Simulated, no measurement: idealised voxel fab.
A process module follows: voxel transistor to metal.
Cross-sectional view cut (width: 190 nm; square cell size: 5 nm).
Just so we're on the same page, the cross-sections are grids of square cells, and they're listed out in bands top to bottom, each band one or more rows deep. For a band, the entry starts with two heights in nm, that of the top and then that of the bottom, and carries on with the band's materials in order from left to right, each alongside its width in nm; the word "edge to edge" beside a single material means it fills the band edge to edge, and "empty" means empty space. A quick word on heights: they are counted from 0, and under that level the wafer as it came to us is one material throughout. The lowest band is different from the rest in having no bottom; it simply continues downward, written as in "0 -> down". Width: "30..40" (first number = top row, second number = bottom row, same change from row to row of cells). The cross-section has no changed cell in any step marked "nothing altered". The entry titled "Unvented voids" provides the empty spaces that have no open way to the top, restricted to those of 8 cells or more. Each is presented as width x height at distance, the distance being measured from the left edge, with all three in nm. If you see something after the settings on a step's line, that's the simulator's own remark about that step. overlay nm: mask offset rightward from planned place, masked step; negative means leftward offset.
-- This section lists the process steps that were planned
1 RECEIVE | material Si
2 CONFORMAL_DEP | material SiO2 | thk nm 5
3 CONFORMAL_DEP | material SiN | thk nm 10
4 DIRECTIONAL_DEP | material aC | thk nm 10
5 PATTERN | tone cover | mask id ACTIVE | material resist | width nm 85 | thk nm 30 | overlay nm 0
6 DIRECTIONAL_ETCH | etch materials aC | depth nm 10
7 STRIP | etch materials resist
8 DIRECTIONAL_ETCH | etch materials SiN | depth nm 10
9 DIRECTIONAL_ETCH | etch materials SiO2 | depth nm 5
10 DIRECTIONAL_ETCH | etch materials Si | depth nm 30
11 STRIP | etch materials aC
12 FILL_DEP | material SiO2 | thk nm 10
13 CMP | height nm 15
14 SELECTIVE_ETCH | etch materials SiO2 | depth nm 5
15 STRIP | etch materials SiN
16 SELECTIVE_ETCH | etch materials SiO2 | depth nm 5
17 OXIDIZE | depth nm 5
18 DIRECTIONAL_DEP | material polySi | thk nm 25
19 DIRECTIONAL_DEP | material SiCN | thk nm 15
20 MASKED_ETCH | tone cover | mask id GATE | width nm 15 | etch materials SiCN | depth nm 25 | overlay nm 0
21 MASKED_ETCH | tone cover | mask id GATE | width nm 15 | etch materials polySi | depth nm 35 | overlay nm 0
22 CONFORMAL_DEP | material SiN | thk nm 5
23 DIRECTIONAL_ETCH | etch materials SiN | depth nm 5
24 DIRECTIONAL_ETCH | etch materials SiO2 | depth nm 5
25 EPI | material nSi | thk nm 5
26 FILL_DEP | material SiO2 | thk nm 10
27 CMP | height nm 40
28 DIRECTIONAL_DEP | material SiO2 | thk nm 10
29 DIRECTIONAL_DEP | material aC | thk nm 10
30 PATTERN | tone open | mask id CONTACT | material resist | width nm 25 | pitch nm 50 | thk nm 30 | overlay nm 0
31 DIRECTIONAL_ETCH | etch materials aC | depth nm 10
32 STRIP | etch materials resist
33 DIRECTIONAL_ETCH | etch materials SiO2 | depth nm 50
34 STRIP | etch materials aC
35 CONFORMAL_DEP | material TiN | thk nm 5
36 FILL_DEP | material W | thk nm 5
37 CMP | height nm 50
38 CONFORMAL_DEP | material SiN | thk nm 5
39 DIRECTIONAL_DEP | material lowk | thk nm 25
40 PATTERN | tone open | mask id METAL_1 | material resist | width nm 15 | pitch nm 60 | thk nm 20 | overlay nm 0
41 DIRECTIONAL_ETCH | etch materials lowk | depth nm 25
42 DIRECTIONAL_ETCH | etch materials SiN | depth nm 5
43 STRIP | etch materials resist
44 CONFORMAL_DEP | material TiN | thk nm 5
45 FILL_DEP | material Ru | thk nm 5
46 CMP | height nm 80
47 CONFORMAL_DEP | material SiCN | thk nm 5
-- The first of two wafers, run as planned
-- As-received wafer cross-section (after step 1)
    0 -> down  Si edge to edge
    Unvented voids: none
-- You're looking at a cross-section of the wafer after step 2
    5 -> 0  SiO2 edge to edge
    For the remainder of the cross-section, below 0, there is no change.
-- You're looking at a cross-section of the wafer after step 3
    15 -> 5  SiN edge to edge
    For the remainder of the cross-section, below 5, there is no change.
-- You're looking at a cross-section of the wafer after step 4
    25 -> 15  aC edge to edge
    For the remainder of the cross-section, below 15, there is no change.
-- You're looking at a cross-section of the wafer after step 5
    55 -> 25  50 empty | 85 resist | 55 empty
    For the remainder of the cross-section, below 25, there is no change.
-- You're looking at a cross-section of the wafer after step 6
    45 -> 25  50 empty | 85 resist | 55 empty
    25 -> 15  50 empty | 85 aC | 55 empty
    For the remainder of the cross-section, below 15, there is no change.
-- You're looking at a cross-section of the wafer after step 7
    25 -> 15  50 empty | 85 aC | 55 empty
    For the remainder of the cross-section, below 15, there is no change.
-- You're looking at a cross-section of the wafer after step 8
    25 -> 15  50 empty | 85 aC | 55 empty
    15 -> 5  50 empty | 85 SiN | 55 empty
    For the remainder of the cross-section, below 5, there is no change.
-- You're looking at a cross-section of the wafer after step 9
    25 -> 15  50 empty | 85 aC | 55 empty
    15 -> 5  50 empty | 85 SiN | 55 empty
    5 -> 0  50 empty | 85 SiO2 | 55 empty
    For the remainder of the cross-section, below 0, there is no change.
-- You're looking at a cross-section of the wafer after step 10
    25 -> 15  50 empty | 85 aC | 55 empty
    15 -> 5  50 empty | 85 SiN | 55 empty
    5 -> 0  50 empty | 85 SiO2 | 55 empty
    0 -> -30  50 empty | 85 Si | 55 empty
    For the remainder of the cross-section, below -30, there is no change.
-- You're looking at a cross-section of the wafer after step 11
    15 -> 5  50 empty | 85 SiN | 55 empty
    For the remainder of the cross-section, below 5, there is no change.
-- You're looking at a cross-section of the wafer after step 12
    25 -> 15  SiO2 edge to edge
    15 -> 5  50 SiO2 | 85 SiN | 55 SiO2
    5 -> 0  SiO2 edge to edge
    0 -> -30  50 SiO2 | 85 Si | 55 SiO2
    For the remainder of the cross-section, below -30, there is no change.
-- You're looking at a cross-section of the wafer after step 13
    15 -> 5  50 SiO2 | 85 SiN | 55 SiO2
    For the remainder of the cross-section, below 5, there is no change.
-- You're looking at a cross-section of the wafer after step 14
    15 -> 10  50 empty | 85 SiN | 55 empty
    For the remainder of the cross-section, below 10, there is no change.
-- You're looking at a cross-section of the wafer after step 15
    10 -> 5  50 SiO2 | 85 empty | 55 SiO2
    For the remainder of the cross-section, below 5, there is no change.
-- You're looking at a cross-section of the wafer after step 16
    5 -> 0  45 SiO2 | 95 empty | 50 SiO2
    For the remainder of the cross-section, below 0, there is no change.
-- You're looking at a cross-section of the wafer after step 17
    5 -> 0  45 SiO2 | 95 empty | 50 SiO2
    0 -> -5  SiO2 edge to edge
    For the remainder of the cross-section, below -5, there is no change.
-- You're looking at a cross-section of the wafer after step 18
    30 -> 25  45 polySi | 95 empty | 50 polySi
    25 -> 5  polySi edge to edge
    5 -> 0  45 SiO2 | 95 polySi | 50 SiO2
    For the remainder of the cross-section, below 0, there is no change.
-- You're looking at a cross-section of the wafer after step 19
    45 -> 40  45 SiCN | 95 empty | 50 SiCN
    40 -> 30  SiCN edge to edge
    30 -> 25  45 polySi | 95 SiCN | 50 polySi
    For the remainder of the cross-section, below 25, there is no change.
-- You're looking at a cross-section of the wafer after step 20
    40 -> 30  85 empty | 15 SiCN | 90 empty
    30 -> 25  45 polySi | 40 empty | 15 SiCN | 40 empty | 50 polySi
    For the remainder of the cross-section, below 25, there is no change.
-- You're looking at a cross-section of the wafer after step 21
    40 -> 25  85 empty | 15 SiCN | 90 empty
    25 -> 5  85 empty | 15 polySi | 90 empty
    5 -> 0  45 SiO2 | 40 empty | 15 polySi | 40 empty | 50 SiO2
    For the remainder of the cross-section, below 0, there is no change.
-- You're looking at a cross-section of the wafer after step 22
    45 -> 40  80 empty | 25 SiN | 85 empty
    40 -> 25  80 empty | 5 SiN | 15 SiCN | 5 SiN | 85 empty
    25 -> 10  80 empty | 5 SiN | 15 polySi | 5 SiN | 85 empty
    10 -> 5  50 SiN | 30 empty | 5 SiN | 15 polySi | 5 SiN | 30 empty | 55 SiN
    5 -> 0  45 SiO2 | 40 SiN | 15 polySi | 40 SiN | 50 SiO2
    For the remainder of the cross-section, below 0, there is no change.
-- You're looking at a cross-section of the wafer after step 23
    40 -> 25  80 empty | 5 SiN | 15 SiCN | 5 SiN | 85 empty
    25 -> 5  80 empty | 5 SiN | 15 polySi | 5 SiN | 85 empty
    5 -> 0  45 SiO2 | 5 SiN | 30 empty | 5 SiN | 15 polySi | 5 SiN | 30 empty | 5 SiN | 50 SiO2
    For the remainder of the cross-section, below 0, there is no change.
-- You're looking at a cross-section of the wafer after step 24
    40 -> 25  80 empty | 5 SiN | 15 SiCN | 5 SiN | 85 empty
    25 -> 5  80 empty | 5 SiN | 15 polySi | 5 SiN | 85 empty
    5 -> 0  45 empty | 5 SiN | 30 empty | 5 SiN | 15 polySi | 5 SiN | 30 empty | 5 SiN | 50 empty
    0 -> -5  50 SiO2 | 30 empty | 25 SiO2 | 30 empty | 55 SiO2
    For the remainder of the cross-section, below -5, there is no change.
-- You're looking at a cross-section of the wafer after step 25
    40 -> 25  80 empty | 5 SiN | 15 SiCN | 5 SiN | 85 empty
    25 -> 5  80 empty | 5 SiN | 15 polySi | 5 SiN | 85 empty
    5 -> 0  45 empty | 5 SiN | 30 empty | 5 SiN | 15 polySi | 5 SiN | 30 empty | 5 SiN | 50 empty
    0 -> -5  50 SiO2 | 30 nSi | 25 SiO2 | 30 nSi | 55 SiO2
    For the remainder of the cross-section, below -5, there is no change.
-- You're looking at a cross-section of the wafer after step 26
    50 -> 40  SiO2 edge to edge
    40 -> 25  80 SiO2 | 5 SiN | 15 SiCN | 5 SiN | 85 SiO2
    25 -> 5  80 SiO2 | 5 SiN | 15 polySi | 5 SiN | 85 SiO2
    5 -> 0  45 SiO2 | 5 SiN | 30 SiO2 | 5 SiN | 15 polySi | 5 SiN | 30 SiO2 | 5 SiN | 50 SiO2
    For the remainder of the cross-section, below 0, there is no change.
-- You're looking at a cross-section of the wafer after step 27
    40 -> 25  80 SiO2 | 5 SiN | 15 SiCN | 5 SiN | 85 SiO2
    For the remainder of the cross-section, below 25, there is no change.
-- You're looking at a cross-section of the wafer after step 28
    50 -> 40  SiO2 edge to edge
    For the remainder of the cross-section, below 40, there is no change.
-- You're looking at a cross-section of the wafer after step 29
    60 -> 50  aC edge to edge
    For the remainder of the cross-section, below 50, there is no change.
-- You're looking at a cross-section of the wafer after step 30
    90 -> 60  55 resist | 25 empty | 25 resist | 25 empty | 60 resist
    For the remainder of the cross-section, below 60, there is no change.
-- You're looking at a cross-section of the wafer after step 31
    80 -> 60  55 resist | 25 empty | 25 resist | 25 empty | 60 resist
    60 -> 50  55 aC | 25 empty | 25 aC | 25 empty | 60 aC
    For the remainder of the cross-section, below 50, there is no change.
-- You're looking at a cross-section of the wafer after step 32
    60 -> 50  55 aC | 25 empty | 25 aC | 25 empty | 60 aC
    For the remainder of the cross-section, below 50, there is no change.
-- You're looking at a cross-section of the wafer after step 33
    60 -> 50  55 aC | 25 empty | 25 aC | 25 empty | 60 aC
    50 -> 40  55 SiO2 | 25 empty | 25 SiO2 | 25 empty | 60 SiO2
    40 -> 25  55 SiO2 | 25 empty | 5 SiN | 15 SiCN | 5 SiN | 25 empty | 60 SiO2
    25 -> 5  55 SiO2 | 25 empty | 5 SiN | 15 polySi | 5 SiN | 25 empty | 60 SiO2
    5 -> 0  45 SiO2 | 5 SiN | 5 SiO2 | 25 empty | 5 SiN | 15 polySi | 5 SiN | 25 empty | 5 SiO2 | 5 SiN | 50 SiO2
    For the remainder of the cross-section, below 0, there is no change.
-- You're looking at a cross-section of the wafer after step 34
    50 -> 40  55 SiO2 | 25 empty | 25 SiO2 | 25 empty | 60 SiO2
    For the remainder of the cross-section, below 40, there is no change.
-- You're looking at a cross-section of the wafer after step 35
    55 -> 50  60 TiN | 15 empty | 35 TiN | 15 empty | 65 TiN
    50 -> 40  55 SiO2 | 5 TiN | 15 empty | 5 TiN | 25 SiO2 | 5 TiN | 15 empty | 5 TiN | 60 SiO2
    40 -> 25  55 SiO2 | 5 TiN | 15 empty | 5 TiN | 5 SiN | 15 SiCN | 5 SiN | 5 TiN | 15 empty | 5 TiN | 60 SiO2
    25 -> 5  55 SiO2 | 5 TiN | 15 empty | 5 TiN | 5 SiN | 15 polySi | 5 SiN | 5 TiN | 15 empty | 5 TiN | 60 SiO2
    5 -> 0  45 SiO2 | 5 SiN | 5 SiO2 | 25 TiN | 5 SiN | 15 polySi | 5 SiN | 25 TiN | 5 SiO2 | 5 SiN | 50 SiO2
    For the remainder of the cross-section, below 0, there is no change.
-- You're looking at a cross-section of the wafer after step 36
    60 -> 55  W edge to edge
    55 -> 50  60 TiN | 15 W | 35 TiN | 15 W | 65 TiN
    50 -> 40  55 SiO2 | 5 TiN | 15 W | 5 TiN | 25 SiO2 | 5 TiN | 15 W | 5 TiN | 60 SiO2
    40 -> 25  55 SiO2 | 5 TiN | 15 W | 5 TiN | 5 SiN | 15 SiCN | 5 SiN | 5 TiN | 15 W | 5 TiN | 60 SiO2
    25 -> 5  55 SiO2 | 5 TiN | 15 W | 5 TiN | 5 SiN | 15 polySi | 5 SiN | 5 TiN | 15 W | 5 TiN | 60 SiO2
    For the remainder of the cross-section, below 5, there is no change.
-- You're looking at a cross-section of the wafer after step 37
    50 -> 40  55 SiO2 | 5 TiN | 15 W | 5 TiN | 25 SiO2 | 5 TiN | 15 W | 5 TiN | 60 SiO2
    For the remainder of the cross-section, below 40, there is no change.
-- You're looking at a cross-section of the wafer after step 38
    55 -> 50  SiN edge to edge
    For the remainder of the cross-section, below 50, there is no change.
-- You're looking at a cross-section of the wafer after step 39
    80 -> 55  lowk edge to edge
    For the remainder of the cross-section, below 55, there is no change.
-- You're looking at a cross-section of the wafer after step 40
    100 -> 80  55 resist | 15 empty | 45 resist | 15 empty | 60 resist
    For the remainder of the cross-section, below 80, there is no change.
-- You're looking at a cross-section of the wafer after step 41
    100 -> 80  55 resist | 15 empty | 45 resist | 15 empty | 60 resist
    80 -> 55  55 lowk | 15 empty | 45 lowk | 15 empty | 60 lowk
    For the remainder of the cross-section, below 55, there is no change.
-- You're looking at a cross-section of the wafer after step 42
    100 -> 80  55 resist | 15 empty | 45 resist | 15 empty | 60 resist
    80 -> 55  55 lowk | 15 empty | 45 lowk | 15 empty | 60 lowk
    55 -> 50  55 SiN | 15 empty | 45 SiN | 15 empty | 60 SiN
    For the remainder of the cross-section, below 50, there is no change.
-- You're looking at a cross-section of the wafer after step 43
    80 -> 55  55 lowk | 15 empty | 45 lowk | 15 empty | 60 lowk
    For the remainder of the cross-section, below 55, there is no change.
-- You're looking at a cross-section of the wafer after step 44
    85 -> 80  60 TiN | 5 empty | 55 TiN | 5 empty | 65 TiN
    80 -> 55  55 lowk | 5 TiN | 5 empty | 5 TiN | 45 lowk | 5 TiN | 5 empty | 5 TiN | 60 lowk
    55 -> 50  55 SiN | 15 TiN | 45 SiN | 15 TiN | 60 SiN
    For the remainder of the cross-section, below 50, there is no change.
-- You're looking at a cross-section of the wafer after step 45
    90 -> 85  Ru edge to edge
    85 -> 80  60 TiN | 5 Ru | 55 TiN | 5 Ru | 65 TiN
    80 -> 55  55 lowk | 5 TiN | 5 Ru | 5 TiN | 45 lowk | 5 TiN | 5 Ru | 5 TiN | 60 lowk
    For the remainder of the cross-section, below 55, there is no change.
-- You're looking at a cross-section of the wafer after step 46
    80 -> 55  55 lowk | 5 TiN | 5 Ru | 5 TiN | 45 lowk | 5 TiN | 5 Ru | 5 TiN | 60 lowk
    For the remainder of the cross-section, below 55, there is no change.
-- You're looking at a cross-section of the wafer after step 47
    85 -> 80  SiCN edge to edge
    For the remainder of the cross-section, below 80, there is no change.
-- The remaining wafer, second of the two, started like the first and was run to the same plan, except that one mistake was made along the way; the two coincide through step 29, inclusive
-- Second wafer profile in section, at the moment step 30 of the plan was meant to be complete
    90 -> 60  55 empty | 25 resist | 25 empty | 25 resist | 60 empty
    For the remainder of the cross-section, below 60, there is no change.
-- Second wafer profile in section, at the moment step 31 of the plan was meant to be complete
    80 -> 60  55 empty | 25 resist | 25 empty | 25 resist | 60 empty
    60 -> 50  55 empty | 25 aC | 25 empty | 25 aC | 60 empty
    For the remainder of the cross-section, below 50, there is no change.
-- Second wafer profile in section, at the moment step 32 of the plan was meant to be complete
    60 -> 50  55 empty | 25 aC | 25 empty | 25 aC | 60 empty
    For the remainder of the cross-section, below 50, there is no change.
-- Second wafer profile in section, at the moment step 33 of the plan was meant to be complete
    60 -> 50  55 empty | 25 aC | 25 empty | 25 aC | 60 empty
    50 -> 40  55 empty | 25 SiO2 | 25 empty | 25 SiO2 | 60 empty
    40 -> 25  55 empty | 25 SiO2 | 5 SiN | 15 SiCN | 5 SiN | 25 SiO2 | 60 empty
    25 -> 5  55 empty | 25 SiO2 | 5 SiN | 15 polySi | 5 SiN | 25 SiO2 | 60 empty
    5 -> 0  45 empty | 5 SiN | 5 empty | 25 SiO2 | 5 SiN | 15 polySi | 5 SiN | 25 SiO2 | 5 empty | 5 SiN | 50 empty
    For the remainder of the cross-section, below 0, there is no change.
-- Second wafer profile in section, at the moment step 34 of the plan was meant to be complete
    50 -> 40  55 empty | 25 SiO2 | 25 empty | 25 SiO2 | 60 empty
    For the remainder of the cross-section, below 40, there is no change.
-- Second wafer profile in section, at the moment step 35 of the plan was meant to be complete
    55 -> 50  50 empty | 35 TiN | 15 empty | 35 TiN | 55 empty
    50 -> 45  50 empty | 5 TiN | 25 SiO2 | 5 TiN | 15 empty | 5 TiN | 25 SiO2 | 5 TiN | 55 empty
    45 -> 40  50 empty | 5 TiN | 25 SiO2 | 25 TiN | 25 SiO2 | 5 TiN | 55 empty
    40 -> 25  50 empty | 5 TiN | 25 SiO2 | 5 SiN | 15 SiCN | 5 SiN | 25 SiO2 | 5 TiN | 55 empty
    25 -> 10  50 empty | 5 TiN | 25 SiO2 | 5 SiN | 15 polySi | 5 SiN | 25 SiO2 | 5 TiN | 55 empty
    10 -> 5  40 empty | 15 TiN | 25 SiO2 | 5 SiN | 15 polySi | 5 SiN | 25 SiO2 | 15 TiN | 45 empty
    5 -> 0  45 TiN | 5 SiN | 5 TiN | 25 SiO2 | 5 SiN | 15 polySi | 5 SiN | 25 SiO2 | 5 TiN | 5 SiN | 50 TiN
    For the remainder of the cross-section, below 0, there is no change.
-- Second wafer profile in section, at the moment step 36 of the plan was meant to be complete
    60 -> 55  W edge to edge
    55 -> 50  50 W | 35 TiN | 15 W | 35 TiN | 55 W
    50 -> 45  50 W | 5 TiN | 25 SiO2 | 5 TiN | 15 W | 5 TiN | 25 SiO2 | 5 TiN | 55 W
    45 -> 40  50 W | 5 TiN | 25 SiO2 | 25 TiN | 25 SiO2 | 5 TiN | 55 W
    40 -> 25  50 W | 5 TiN | 25 SiO2 | 5 SiN | 15 SiCN | 5 SiN | 25 SiO2 | 5 TiN | 55 W
    25 -> 10  50 W | 5 TiN | 25 SiO2 | 5 SiN | 15 polySi | 5 SiN | 25 SiO2 | 5 TiN | 55 W
    10 -> 5  40 W | 15 TiN | 25 SiO2 | 5 SiN | 15 polySi | 5 SiN | 25 SiO2 | 15 TiN | 45 W
    For the remainder of the cross-section, below 5, there is no change.
-- Second wafer profile in section, at the moment step 37 of the plan was meant to be complete
    50 -> 45  50 W | 5 TiN | 25 SiO2 | 5 TiN | 15 W | 5 TiN | 25 SiO2 | 5 TiN | 55 W
    For the remainder of the cross-section, below 45, there is no change.
-- Second wafer profile in section, at the moment step 38 of the plan was meant to be complete
    55 -> 50  SiN edge to edge
    For the remainder of the cross-section, below 50, there is no change.
-- Second wafer profile in section, at the moment step 39 of the plan was meant to be complete
    80 -> 55  lowk edge to edge
    For the remainder of the cross-section, below 55, there is no change.
-- Second wafer profile in section, at the moment step 40 of the plan was meant to be complete
    100 -> 80  55 resist | 15 empty | 45 resist | 15 empty | 60 resist
    For the remainder of the cross-section, below 80, there is no change.
-- Second wafer profile in section, at the moment step 41 of the plan was meant to be complete
    100 -> 80  55 resist | 15 empty | 45 resist | 15 empty | 60 resist
    80 -> 55  55 lowk | 15 empty | 45 lowk | 15 empty | 60 lowk
    For the remainder of the cross-section, below 55, there is no change.
-- Second wafer profile in section, at the moment step 42 of the plan was meant to be complete
    100 -> 80  55 resist | 15 empty | 45 resist | 15 empty | 60 resist
    80 -> 55  55 lowk | 15 empty | 45 lowk | 15 empty | 60 lowk
    55 -> 50  55 SiN | 15 empty | 45 SiN | 15 empty | 60 SiN
    For the remainder of the cross-section, below 50, there is no change.
-- Second wafer profile in section, at the moment step 43 of the plan was meant to be complete
    80 -> 55  55 lowk | 15 empty | 45 lowk | 15 empty | 60 lowk
    For the remainder of the cross-section, below 55, there is no change.
-- Second wafer profile in section, at the moment step 44 of the plan was meant to be complete
    85 -> 80  60 TiN | 5 empty | 55 TiN | 5 empty | 65 TiN
    80 -> 55  55 lowk | 5 TiN | 5 empty | 5 TiN | 45 lowk | 5 TiN | 5 empty | 5 TiN | 60 lowk
    55 -> 50  55 SiN | 15 TiN | 45 SiN | 15 TiN | 60 SiN
    For the remainder of the cross-section, below 50, there is no change.
-- Second wafer profile in section, at the moment step 45 of the plan was meant to be complete
    90 -> 85  Ru edge to edge
    85 -> 80  60 TiN | 5 Ru | 55 TiN | 5 Ru | 65 TiN
    80 -> 55  55 lowk | 5 TiN | 5 Ru | 5 TiN | 45 lowk | 5 TiN | 5 Ru | 5 TiN | 60 lowk
    For the remainder of the cross-section, below 55, there is no change.
-- Second wafer profile in section, at the moment step 46 of the plan was meant to be complete
    80 -> 55  55 lowk | 5 TiN | 5 Ru | 5 TiN | 45 lowk | 5 TiN | 5 Ru | 5 TiN | 60 lowk
    For the remainder of the cross-section, below 55, there is no change.
-- Second wafer profile in section, at the moment step 47 of the plan was meant to be complete
    85 -> 80  SiCN edge to edge
    For the remainder of the cross-section, below 80, there is no change.
Misprocessing identified: step 30 was not run as planned; what actually ran was PATTERN | tone cover | mask id CONTACT | material resist | width nm 25 | pitch nm 50 | thk nm 30 | overlay nm 0
The closing comparison, in cells, has the second wafer with more or fewer of some materials than the first: SiO2 -138; TiN +4; W +134
